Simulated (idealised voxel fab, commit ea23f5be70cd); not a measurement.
Process module name: voxel released beams
Section shown: cut. Width: 200 nm. Cell size: 5 nm, square.
In what follows, cross-sections appear as grids of square cells, described through bands that run from the top down, where every band is one or more rows of cells. Band: top and bottom heights (nm) first, top before bottom; then materials from left to right, widths in nm. "everywhere" marks a sole material filling the band edge to edge. "air" denotes empty space. Measure heights from 0. That's the level where, below it, the as-received wafer is all one material. The lowest band is bottomless and extends downward; write it as in "0 -> down". A two-number width, for instance "30..40", indicates that the width is equal to the first number in the top row of the band and to the second number in the bottom row, and that it changes by a constant amount per row of cells. A step reported as "no alteration" is a step in which no cell of the cross-section changed. In "Sealed void inventory" the enclosed voids are listed, meaning empty spaces of 8 cells or larger without any opening to the top. The form is width x height at distance, distance from the left edge, units nm. On a step's line, text after the settings is the simulator commenting on that step. overlay nm: where the mask lay relative to plan, measured to the right, on steps with a mask; negatives go left.

Steps in the process plan
1 op RECEIVE | material Si
2 op CONFORMAL_DEP | material SiN | thk nm 10
3 op DIRECTIONAL_DEP | material SiO2 | thk nm 20
4 op MASKED_ETCH | tone open | mask id ANCHOR | width nm 30 | etch materials SiO2 | depth nm 20 | overlay nm 0
5 op CONFORMAL_DEP | material TiN | thk nm 10
6 op DIRECTIONAL_DEP | material aC | thk nm 15
7 op PATTERN | tone cover | mask id BEAM | material resist | width nm 100 | thk nm 30 | overlay nm 0
8 op DIRECTIONAL_ETCH | etch materials aC | depth nm 15
9 op STRIP | etch materials resist
10 op DIRECTIONAL_ETCH | etch materials TiN | depth nm 10
11 op STRIP | etch materials aC
12 op STRIP | etch materials SiO2

Cross-section of the incoming wafer, state after step 1
* 0 -> down  Si everywhere
* Sealed void inventory: none

First of two wafers: cross-section at end of module, run per plan
* 40 -> 30  air: 45, TiN: 15, air: 10, TiN: 75, air: 55
* 30 -> 20  air: 50, TiN: 10, air: 10, TiN: 10, air: 120
* 20 -> 10  air: 50, TiN: 30, air: 120
* 10 -> 0  SiN everywhere
* 0 -> down  Si everywhere
* Sealed void inventory: none

Second wafer through the module, sectioned at the end: same beginning and same plan as the first wafer, with one mistake in carrying it out
* 40 -> 30  air: 45, TiN: 100, air: 55
* 30 -> 20  SiN everywhere
* 20 -> 0  SiO2 everywhere
* 0 -> down  Si everywhere
* Sealed void inventory: none
What went wrong in running the wafer? contrary to the plan, steps 2 and 3 were processed in exchanged order
The second wafer ends with more or fewer cells of some materials than the first, per final count: SiO2 +160; TiN -16
